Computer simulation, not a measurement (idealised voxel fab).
process module | voxel trench capacitor
For reference, the cross-section in this document is cut, with width 295 nm and square cells of 5 nm.
Each cross-section below is a grid of square cells, stated as bands in top-down order, with one or more rows of cells making up each band. Look at the band entry: it leads with the top's height and the bottom's height in nm. Then it lists the materials left to right, with a width in nm for each. The word "throughout" on a single material says that material fills the band edge to edge. The word "blank" is empty space. Heights from 0 (as-received wafer is one material below). Bottom band endless downward, as "top 0, no bottom". The expression "30 to 40" gives the width at the extremes of the band, the first number at its top row of cells and the second at its bottom row, with the width changing by equal amounts from each row to the next in between. Given "left unchanged" for a step, no cell of the cross-section differs between before and after that step. Listed in "Fully sealed voids": every empty space of 8 or more cells without an open way to the top. Form: width x height at distance, the distance being from the left edge, all in nm. after a step's settings: what the simulator itself notes on the step. Regarding "overlay nm": on a step with a mask, it is the distance the mask lay to the right of its planned place; a negative value places it to the left.
**Below is the list of planned process steps**
1,op RECEIVE | material Si
2,op CONFORMAL_DEP | material SiN | thk nm 10
3,op PATTERN | tone open | mask id TRENCH | material resist | width nm 15 | pitch nm 35 | thk nm 20 | overlay nm 0
4,op DIRECTIONAL_ETCH | etch materials SiN | depth nm 10
5,op DIRECTIONAL_ETCH | etch materials Si | depth nm 25
6,op STRIP | etch materials resist
7,op CONFORMAL_DEP | material Al2O3 | thk nm 5
8,op FILL_DEP | material polySi | thk nm 5
9,op CMP | height nm 10
**As-received wafer cross-section (after step 1)**
> top 0, no bottom: Si throughout
> Fully sealed voids: none
**Wafer at module end, in section. Began as above, planned as above, run with one mistake**
> top 10, bottom 0: 105 nm SiN; 5 nm Al2O3; 10 nm polySi; 5 nm Al2O3; 15 nm SiN; 5 nm Al2O3; 10 nm polySi; 5 nm Al2O3; 15 nm SiN; 5 nm Al2O3; 10 nm polySi; 5 nm Al2O3; 100 nm SiN
> top 0, bottom -20: 105 nm Si; 5 nm Al2O3; 10 nm polySi; 5 nm Al2O3; 15 nm Si; 5 nm Al2O3; 10 nm polySi; 5 nm Al2O3; 15 nm Si; 5 nm Al2O3; 10 nm polySi; 5 nm Al2O3; 100 nm Si
> top -20, bottom -25: 105 nm Si; 20 nm Al2O3; 15 nm Si; 20 nm Al2O3; 15 nm Si; 20 nm Al2O3; 100 nm Si
> top -25, no bottom: Si throughout
> Fully sealed voids: none
Diagnosis: for step 3, the planned setting was not used; the step was instead run as op PATTERN | tone open | mask id TRENCH | material resist | width nm 20 | pitch nm 35 | thk nm 20 | overlay nm 0
